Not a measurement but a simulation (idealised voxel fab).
This is a process module. Its name is voxel capacitor over wiring.
The width of the displayed cross-section, cut, is 205 nm; its cells are square, with a size of 5 nm.
For the purposes of this document, a cross-section shall be understood as a grid of square cells, specified as bands listed in top-to-bottom order, each band consisting of one or more rows of cells. A band entry consists of two parts. The first gives the height of the band's top and the height of its bottom, in nm. The rest lists the band's materials from left to right, each with its width in nm. A single material labelled with the word "edge to edge" fills the band from edge to edge, and the word "blank" marks empty space. Counting heights begins at 0, where everything beneath is, in the wafer as received, one material. The lowest band has no bottom; it goes on downwards, as "0 nm and below" shows. When a width is written as two numbers, as in "30 to 40", the first number is the width in the top row of cells of the band and the second is the width in its bottom row, and the width changes by the same amount from each row to the next. Basically "nothing was modified" means that step didn't change any cell in the cross-section. Heads up: "Sealed void listing" only lists the empty pockets with no open path to the top that are 8 cells or more, and it writes them as width x height at distance, distance from the left edge, in nm. Step line, after settings: the simulator's comment on this step. overlay nm: mask offset rightward from planned place, masked step; negative means leftward offset.
## Process steps - plan
step 1: RECEIVE | material Si
step 2: CONFORMAL_DEP | material SiO2 | thk nm 15
step 3: CONFORMAL_DEP | material SiCN | thk nm 5
step 4: DIRECTIONAL_DEP | material lowk | thk nm 25
step 5: MASKED_ETCH | tone open | mask id METAL_1 | width nm 25 | pitch nm 90 | etch materials lowk | depth nm 25 | overlay nm 0
step 6: MASKED_ETCH | tone open | mask id METAL_1 | width nm 25 | pitch nm 90 | etch materials SiCN | depth nm 5 | overlay nm 0
step 7: CONFORMAL_DEP | material TiN | thk nm 5
step 8: FILL_DEP | material Cu | thk nm 5
step 9: CMP | height nm 45
step 10: CONFORMAL_DEP | material SiCN | thk nm 5
step 11: DIRECTIONAL_DEP | material lowk | thk nm 10
step 12: DIRECTIONAL_DEP | material aC | thk nm 15
step 13: PATTERN | tone open | mask id PLUG_1 | material resist | width nm 15 | thk nm 30 | overlay nm 0
step 14: DIRECTIONAL_ETCH | etch materials aC | depth nm 15
step 15: STRIP | etch materials resist
step 16: DIRECTIONAL_ETCH | etch materials lowk | depth nm 10
step 17: DIRECTIONAL_ETCH | etch materials SiCN | depth nm 5
step 18: STRIP | etch materials aC
step 19: EPI | material Ru | thk nm 10
step 20: EPI | material Ru | thk nm 5
step 21: DIRECTIONAL_DEP | material TiN | thk nm 5
step 22: DIRECTIONAL_DEP | material SiN | thk nm 5
step 23: DIRECTIONAL_DEP | material TiN | thk nm 5
step 24: PATTERN | tone cover | mask id UPPER_PLATE | material resist | width nm 70 | thk nm 15 | overlay nm 0
step 25: DIRECTIONAL_ETCH | etch materials TiN | depth nm 5
step 26: DIRECTIONAL_ETCH | etch materials SiN | depth nm 5
step 27: STRIP | etch materials resist
step 28: DIRECTIONAL_DEP | material aC | thk nm 15
step 29: PATTERN | tone cover | mask id LOWER_PLATE | material resist | width nm 80 | thk nm 35 | overlay nm 0
step 30: DIRECTIONAL_ETCH | etch materials aC | depth nm 15
step 31: STRIP | etch materials resist
step 32: DIRECTIONAL_ETCH | etch materials TiN | depth nm 5
step 33: STRIP | etch materials aC
step 34: FILL_DEP | material SiO2 | thk nm 20
step 35: CMP | height nm 90
step 36: DIRECTIONAL_DEP | material aC | thk nm 15
step 37: PATTERN | tone open | mask id PLUG_2 | material resist | width nm 15 | thk nm 35 | overlay nm 0
step 38: DIRECTIONAL_ETCH | etch materials aC | depth nm 15
step 39: STRIP | etch materials resist
step 40: DIRECTIONAL_ETCH | etch materials SiO2 | depth nm 15
step 41: STRIP | etch materials aC
step 42: CONFORMAL_DEP | material TiN | thk nm 5
step 43: FILL_DEP | material Cu | thk nm 10
step 44: CMP | height nm 90
step 45: CONFORMAL_DEP | material SiCN | thk nm 5
## Wafer, first of two, run as planned
## As received (post step 1): cross-section
> 0 nm and below = Si edge to edge
> Sealed void listing: none
## Wafer section view after processing step 2
> 15 nm to 0 nm = SiO2 edge to edge
> Everything under 0 stays put, no change at all.
## Wafer section view after processing step 3
> 20 nm to 15 nm = SiCN edge to edge
> Everything under 15 stays put, no change at all.
## Wafer section view after processing step 4
> 45 nm to 20 nm = lowk edge to edge
> Everything under 20 stays put, no change at all.
## Wafer section view after processing step 5
> 45 nm to 20 nm = lowk 45  blank 25  lowk 65  blank 25  lowk 45
> Everything under 20 stays put, no change at all.
## Wafer section view after processing step 6
> 45 nm to 20 nm = lowk 45  blank 25  lowk 65  blank 25  lowk 45
> 20 nm to 15 nm = SiCN 45  blank 25  SiCN 65  blank 25  SiCN 45
> Everything under 15 stays put, no change at all.
## Wafer section view after processing step 7
> 50 nm to 45 nm = TiN 50  blank 15  TiN 75  blank 15  TiN 50
> 45 nm to 20 nm = lowk 45  TiN 5  blank 15  TiN 5  lowk 65  TiN 5  blank 15  TiN 5  lowk 45
> 20 nm to 15 nm = SiCN 45  TiN 25  SiCN 65  TiN 25  SiCN 45
> Everything under 15 stays put, no change at all.
## Wafer section view after processing step 8
> 55 nm to 50 nm = Cu edge to edge
> 50 nm to 45 nm = TiN 50  Cu 15  TiN 75  Cu 15  TiN 50
> 45 nm to 20 nm = lowk 45  TiN 5  Cu 15  TiN 5  lowk 65  TiN 5  Cu 15  TiN 5  lowk 45
> Everything under 20 stays put, no change at all.
## Wafer section view after processing step 9
> 45 nm to 20 nm = lowk 45  TiN 5  Cu 15  TiN 5  lowk 65  TiN 5  Cu 15  TiN 5  lowk 45
> Everything under 20 stays put, no change at all.
## Wafer section view after processing step 10
> 50 nm to 45 nm = SiCN edge to edge
> Everything under 45 stays put, no change at all.
## Wafer section view after processing step 11
> 60 nm to 50 nm = lowk edge to edge
> Everything under 50 stays put, no change at all.
## Wafer section view after processing step 12
> 75 nm to 60 nm = aC edge to edge
> Everything under 60 stays put, no change at all.
## Wafer section view after processing step 13
> 105 nm to 75 nm = resist 55  blank 15  resist 135
> Everything under 75 stays put, no change at all.
## Wafer section view after processing step 14
> 90 nm to 75 nm = resist 55  blank 15  resist 135
> 75 nm to 60 nm = aC 55  blank 15  aC 135
> Everything under 60 stays put, no change at all.
## Wafer section view after processing step 15
> 75 nm to 60 nm = aC 55  blank 15  aC 135
> Everything under 60 stays put, no change at all.
## Wafer section view after processing step 16
> 75 nm to 60 nm = aC 55  blank 15  aC 135
> 60 nm to 50 nm = lowk 55  blank 15  lowk 135
> Everything under 50 stays put, no change at all.
## Wafer section view after processing step 17
> 75 nm to 60 nm = aC 55  blank 15  aC 135
> 60 nm to 50 nm = lowk 55  blank 15  lowk 135
> 50 nm to 45 nm = SiCN 55  blank 15  SiCN 135
> Everything under 45 stays put, no change at all.
## Wafer section view after processing step 18
> 60 nm to 50 nm = lowk 55  blank 15  lowk 135
> Everything under 50 stays put, no change at all.
## Wafer section view after processing step 19
> 60 nm to 55 nm = lowk 55  blank 15  lowk 135
> 55 nm to 50 nm = lowk 55  Ru 15  lowk 135
> 50 nm to 45 nm = SiCN 55  Ru 15  SiCN 135
> Everything under 45 stays put, no change at all.
## Wafer section view after processing step 20
> 60 nm to 50 nm = lowk 55  Ru 15  lowk 135
> Everything under 50 stays put, no change at all.
## Wafer section view after processing step 21
> 65 nm to 60 nm = TiN edge to edge
> Everything under 60 stays put, no change at all.
## Wafer section view after processing step 22
> 70 nm to 65 nm = SiN edge to edge
> Everything under 65 stays put, no change at all.
## Wafer section view after processing step 23
> 75 nm to 70 nm = TiN edge to edge
> Everything under 70 stays put, no change at all.
## Wafer section view after processing step 24
> 90 nm to 75 nm = blank 55  resist 70  blank 80
> Everything under 75 stays put, no change at all.
## Wafer section view after processing step 25
> 90 nm to 75 nm = blank 55  resist 70  blank 80
> 75 nm to 70 nm = blank 55  TiN 70  blank 80
> Everything under 70 stays put, no change at all.
## Wafer section view after processing step 26
> 90 nm to 75 nm = blank 55  resist 70  blank 80
> 75 nm to 70 nm = blank 55  TiN 70  blank 80
> 70 nm to 65 nm = blank 55  SiN 70  blank 80
> Everything under 65 stays put, no change at all.
## Wafer section view after processing step 27
> 75 nm to 70 nm = blank 55  TiN 70  blank 80
> Everything under 70 stays put, no change at all.
## Wafer section view after processing step 28
> 90 nm to 80 nm = blank 55  aC 70  blank 80
> 80 nm to 75 nm = aC edge to edge
> 75 nm to 70 nm = aC 55  TiN 70  aC 80
> 70 nm to 65 nm = aC 55  SiN 70  aC 80
> Everything under 65 stays put, no change at all.
## Wafer section view after processing step 29
> 125 nm to 90 nm = blank 50  resist 80  blank 75
> 90 nm to 80 nm = blank 50  resist 5  aC 70  resist 5  blank 75
> Everything under 80 stays put, no change at all.
## Wafer section view after processing step 30
> 110 nm to 90 nm = blank 50  resist 80  blank 75
> 90 nm to 80 nm = blank 50  resist 5  aC 70  resist 5  blank 75
> 80 nm to 75 nm = blank 50  aC 80  blank 75
> 75 nm to 70 nm = blank 50  aC 5  TiN 70  aC 5  blank 75
> 70 nm to 65 nm = blank 50  aC 5  SiN 70  aC 5  blank 75
> Everything under 65 stays put, no change at all.
## Wafer section view after processing step 31
> 90 nm to 80 nm = blank 55  aC 70  blank 80
> Everything under 80 stays put, no change at all.
## Wafer section view after processing step 32
> 90 nm to 80 nm = blank 55  aC 70  blank 80
> 80 nm to 75 nm = blank 50  aC 80  blank 75
> 75 nm to 70 nm = blank 50  aC 5  TiN 70  aC 5  blank 75
> 70 nm to 65 nm = blank 50  aC 5  SiN 70  aC 5  blank 75
> 65 nm to 60 nm = blank 50  TiN 80  blank 75
> Everything under 60 stays put, no change at all.
## Wafer section view after processing step 33
> 75 nm to 70 nm = blank 55  TiN 70  blank 80
> 70 nm to 65 nm = blank 55  SiN 70  blank 80
> Everything under 65 stays put, no change at all.
## Wafer section view after processing step 34
> 95 nm to 75 nm = SiO2 edge to edge
> 75 nm to 70 nm = SiO2 55  TiN 70  SiO2 80
> 70 nm to 65 nm = SiO2 55  SiN 70  SiO2 80
> 65 nm to 60 nm = SiO2 50  TiN 80  SiO2 75
> Everything under 60 stays put, no change at all.
## Wafer section view after processing step 35
> 90 nm to 75 nm = SiO2 edge to edge
> Everything under 75 stays put, no change at all.
## Wafer section view after processing step 36
> 105 nm to 90 nm = aC edge to edge
> Everything under 90 stays put, no change at all.
## Wafer section view after processing step 37
> 140 nm to 105 nm = resist 65  blank 15  resist 125
> Everything under 105 stays put, no change at all.
## Wafer section view after processing step 38
> 125 nm to 105 nm = resist 65  blank 15  resist 125
> 105 nm to 90 nm = aC 65  blank 15  aC 125
> Everything under 90 stays put, no change at all.
## Wafer section view after processing step 39
> 105 nm to 90 nm = aC 65  blank 15  aC 125
> Everything under 90 stays put, no change at all.
## Wafer section view after processing step 40
> 105 nm to 90 nm = aC 65  blank 15  aC 125
> 90 nm to 75 nm = SiO2 65  blank 15  SiO2 125
> Everything under 75 stays put, no change at all.
## Wafer section view after processing step 41
> 90 nm to 75 nm = SiO2 65  blank 15  SiO2 125
> Everything under 75 stays put, no change at all.
## Wafer section view after processing step 42
> 95 nm to 90 nm = TiN 70  blank 5  TiN 130
> 90 nm to 80 nm = SiO2 65  TiN 5  blank 5  TiN 5  SiO2 125
> 80 nm to 70 nm = SiO2 65 to 55  TiN 15 to 70  SiO2 125 to 80
> Everything under 70 stays put, no change at all.
## Wafer section view after processing step 43
> 105 nm to 95 nm = Cu edge to edge
> 95 nm to 90 nm = TiN 70  Cu 5  TiN 130
> 90 nm to 80 nm = SiO2 65  TiN 5  Cu 5  TiN 5  SiO2 125
> Everything under 80 stays put, no change at all.
## Wafer section view after processing step 44
> 90 nm to 80 nm = SiO2 65  TiN 5  Cu 5  TiN 5  SiO2 125
> Everything under 80 stays put, no change at all.
## Wafer section view after processing step 45
> 95 nm to 90 nm = SiCN edge to edge
> Everything under 90 stays put, no change at all.
## Second wafer - shared start and plan with the first - one error in running - same as the first up to step 1 inclusive
## The second wafer cut through, at the time step 2 was supposed to be finished
> 30 nm to 0 nm = SiO2 edge to edge
> Everything under 0 stays put, no change at all.
## The second wafer cut through, at the time step 3 was supposed to be finished
> 35 nm to 30 nm = SiCN edge to edge
> Everything under 30 stays put, no change at all.
## The second wafer cut through, at the time step 4 was supposed to be finished
> 60 nm to 35 nm = lowk edge to edge
> Everything under 35 stays put, no change at all.
## The second wafer cut through, at the time step 5 was supposed to be finished
> 60 nm to 35 nm = lowk 45  blank 25  lowk 65  blank 25  lowk 45
> Everything under 35 stays put, no change at all.
## The second wafer cut through, at the time step 6 was supposed to be finished
> 60 nm to 35 nm = lowk 45  blank 25  lowk 65  blank 25  lowk 45
> 35 nm to 30 nm = SiCN 45  blank 25  SiCN 65  blank 25  SiCN 45
> Everything under 30 stays put, no change at all.
## The second wafer cut through, at the time step 7 was supposed to be finished
> 65 nm to 60 nm = TiN 50  blank 15  TiN 75  blank 15  TiN 50
> 60 nm to 35 nm = lowk 45  TiN 5  blank 15  TiN 5  lowk 65  TiN 5  blank 15  TiN 5  lowk 45
> 35 nm to 30 nm = SiCN 45  TiN 25  SiCN 65  TiN 25  SiCN 45
> Everything under 30 stays put, no change at all.
## The second wafer cut through, at the time step 8 was supposed to be finished
> 70 nm to 65 nm = Cu edge to edge
> 65 nm to 60 nm = TiN 50  Cu 15  TiN 75  Cu 15  TiN 50
> 60 nm to 35 nm = lowk 45  TiN 5  Cu 15  TiN 5  lowk 65  TiN 5  Cu 15  TiN 5  lowk 45
> Everything under 35 stays put, no change at all.
## The second wafer cut through, at the time step 9 was supposed to be finished
> 45 nm to 35 nm = lowk 45  TiN 5  Cu 15  TiN 5  lowk 65  TiN 5  Cu 15  TiN 5  lowk 45
> Everything under 35 stays put, no change at all.
## The second wafer cut through, at the time step 10 was supposed to be finished
> 50 nm to 45 nm = SiCN edge to edge
> Everything under 45 stays put, no change at all.
## The second wafer cut through, at the time step 11 was supposed to be finished
> 60 nm to 50 nm = lowk edge to edge
> Everything under 50 stays put, no change at all.
## The second wafer cut through, at the time step 12 was supposed to be finished
> 75 nm to 60 nm = aC edge to edge
> Everything under 60 stays put, no change at all.
## The second wafer cut through, at the time step 13 was supposed to be finished
> 105 nm to 75 nm = resist 55  blank 15  resist 135
> Everything under 75 stays put, no change at all.
## The second wafer cut through, at the time step 14 was supposed to be finished
> 90 nm to 75 nm = resist 55  blank 15  resist 135
> 75 nm to 60 nm = aC 55  blank 15  aC 135
> Everything under 60 stays put, no change at all.
## The second wafer cut through, at the time step 15 was supposed to be finished
> 75 nm to 60 nm = aC 55  blank 15  aC 135
> Everything under 60 stays put, no change at all.
## The second wafer cut through, at the time step 16 was supposed to be finished
> 75 nm to 60 nm = aC 55  blank 15  aC 135
> 60 nm to 50 nm = lowk 55  blank 15  lowk 135
> Everything under 50 stays put, no change at all.
## The second wafer cut through, at the time step 17 was supposed to be finished
> 75 nm to 60 nm = aC 55  blank 15  aC 135
> 60 nm to 50 nm = lowk 55  blank 15  lowk 135
> 50 nm to 45 nm = SiCN 55  blank 15  SiCN 135
> Everything under 45 stays put, no change at all.
## The second wafer cut through, at the time step 18 was supposed to be finished
> 60 nm to 50 nm = lowk 55  blank 15  lowk 135
> Everything under 50 stays put, no change at all.
## The second wafer cut through, at the time step 19 was supposed to be finished
> 60 nm to 55 nm = lowk 55  blank 15  lowk 135
> 55 nm to 50 nm = lowk 55  Ru 15  lowk 135
> 50 nm to 45 nm = SiCN 55  Ru 15  SiCN 135
> Everything under 45 stays put, no change at all.
## The second wafer cut through, at the time step 20 was supposed to be finished
> 60 nm to 50 nm = lowk 55  Ru 15  lowk 135
> Everything under 50 stays put, no change at all.
## The second wafer cut through, at the time step 21 was supposed to be finished
> 65 nm to 60 nm = TiN edge to edge
> Everything under 60 stays put, no change at all.
## The second wafer cut through, at the time step 22 was supposed to be finished
> 70 nm to 65 nm = SiN edge to edge
> Everything under 65 stays put, no change at all.
## The second wafer cut through, at the time step 23 was supposed to be finished
> 75 nm to 70 nm = TiN edge to edge
> Everything under 70 stays put, no change at all.
## The second wafer cut through, at the time step 24 was supposed to be finished
> 90 nm to 75 nm = blank 55  resist 70  blank 80
> Everything under 75 stays put, no change at all.
## The second wafer cut through, at the time step 25 was supposed to be finished
> 90 nm to 75 nm = blank 55  resist 70  blank 80
> 75 nm to 70 nm = blank 55  TiN 70  blank 80
> Everything under 70 stays put, no change at all.
## The second wafer cut through, at the time step 26 was supposed to be finished
> 90 nm to 75 nm = blank 55  resist 70  blank 80
> 75 nm to 70 nm = blank 55  TiN 70  blank 80
> 70 nm to 65 nm = blank 55  SiN 70  blank 80
> Everything under 65 stays put, no change at all.
## The second wafer cut through, at the time step 27 was supposed to be finished
> 75 nm to 70 nm = blank 55  TiN 70  blank 80
> Everything under 70 stays put, no change at all.
## The second wafer cut through, at the time step 28 was supposed to be finished
> 90 nm to 80 nm = blank 55  aC 70  blank 80
> 80 nm to 75 nm = aC edge to edge
> 75 nm to 70 nm = aC 55  TiN 70  aC 80
> 70 nm to 65 nm = aC 55  SiN 70  aC 80
> Everything under 65 stays put, no change at all.
## The second wafer cut through, at the time step 29 was supposed to be finished
> 125 nm to 90 nm = blank 50  resist 80  blank 75
> 90 nm to 80 nm = blank 50  resist 5  aC 70  resist 5  blank 75
> Everything under 80 stays put, no change at all.
## The second wafer cut through, at the time step 30 was supposed to be finished
> 110 nm to 90 nm = blank 50  resist 80  blank 75
> 90 nm to 80 nm = blank 50  resist 5  aC 70  resist 5  blank 75
> 80 nm to 75 nm = blank 50  aC 80  blank 75
> 75 nm to 70 nm = blank 50  aC 5  TiN 70  aC 5  blank 75
> 70 nm to 65 nm = blank 50  aC 5  SiN 70  aC 5  blank 75
> Everything under 65 stays put, no change at all.
## The second wafer cut through, at the time step 31 was supposed to be finished
> 90 nm to 80 nm = blank 55  aC 70  blank 80
> Everything under 80 stays put, no change at all.
## The second wafer cut through, at the time step 32 was supposed to be finished
> 90 nm to 80 nm = blank 55  aC 70  blank 80
> 80 nm to 75 nm = blank 50  aC 80  blank 75
> 75 nm to 70 nm = blank 50  aC 5  TiN 70  aC 5  blank 75
> 70 nm to 65 nm = blank 50  aC 5  SiN 70  aC 5  blank 75
> 65 nm to 60 nm = blank 50  TiN 80  blank 75
> Everything under 60 stays put, no change at all.
## The second wafer cut through, at the time step 33 was supposed to be finished
> 75 nm to 70 nm = blank 55  TiN 70  blank 80
> 70 nm to 65 nm = blank 55  SiN 70  blank 80
> Everything under 65 stays put, no change at all.
## The second wafer cut through, at the time step 34 was supposed to be finished
> 95 nm to 75 nm = SiO2 edge to edge
> 75 nm to 70 nm = SiO2 55  TiN 70  SiO2 80
> 70 nm to 65 nm = SiO2 55  SiN 70  SiO2 80
> 65 nm to 60 nm = SiO2 50  TiN 80  SiO2 75
> Everything under 60 stays put, no change at all.
## The second wafer cut through, at the time step 35 was supposed to be finished
> 90 nm to 75 nm = SiO2 edge to edge
> Everything under 75 stays put, no change at all.
## The second wafer cut through, at the time step 36 was supposed to be finished
> 105 nm to 90 nm = aC edge to edge
> Everything under 90 stays put, no change at all.
## The second wafer cut through, at the time step 37 was supposed to be finished
> 140 nm to 105 nm = resist 65  blank 15  resist 125
> Everything under 105 stays put, no change at all.
## The second wafer cut through, at the time step 38 was supposed to be finished
> 125 nm to 105 nm = resist 65  blank 15  resist 125
> 105 nm to 90 nm = aC 65  blank 15  aC 125
> Everything under 90 stays put, no change at all.
## The second wafer cut through, at the time step 39 was supposed to be finished
> 105 nm to 90 nm = aC 65  blank 15  aC 125
> Everything under 90 stays put, no change at all.
## The second wafer cut through, at the time step 40 was supposed to be finished
> 105 nm to 90 nm = aC 65  blank 15  aC 125
> 90 nm to 75 nm = SiO2 65  blank 15  SiO2 125
> Everything under 75 stays put, no change at all.
## The second wafer cut through, at the time step 41 was supposed to be finished
> 90 nm to 75 nm = SiO2 65  blank 15  SiO2 125
> Everything under 75 stays put, no change at all.
## The second wafer cut through, at the time step 42 was supposed to be finished
> 95 nm to 90 nm = TiN 70  blank 5  TiN 130
> 90 nm to 80 nm = SiO2 65  TiN 5  blank 5  TiN 5  SiO2 125
> 80 nm to 70 nm = SiO2 65 to 55  TiN 15 to 70  SiO2 125 to 80
> Everything under 70 stays put, no change at all.
## The second wafer cut through, at the time step 43 was supposed to be finished
> 105 nm to 95 nm = Cu edge to edge
> 95 nm to 90 nm = TiN 70  Cu 5  TiN 130
> 90 nm to 80 nm = SiO2 65  TiN 5  Cu 5  TiN 5  SiO2 125
> Everything under 80 stays put, no change at all.
## The second wafer cut through, at the time step 44 was supposed to be finished
> 90 nm to 80 nm = SiO2 65  TiN 5  Cu 5  TiN 5  SiO2 125
> Everything under 80 stays put, no change at all.
## The second wafer cut through, at the time step 45 was supposed to be finished
> 95 nm to 90 nm = SiCN edge to edge
> Everything under 90 stays put, no change at all.
Want to know what went wrong? the plan's step 2 ran twice
At the finish, the second wafer shows more or fewer cells for some materials than the first does: -18 Cu | +123 SiO2 | -12 TiN | -93 lowk
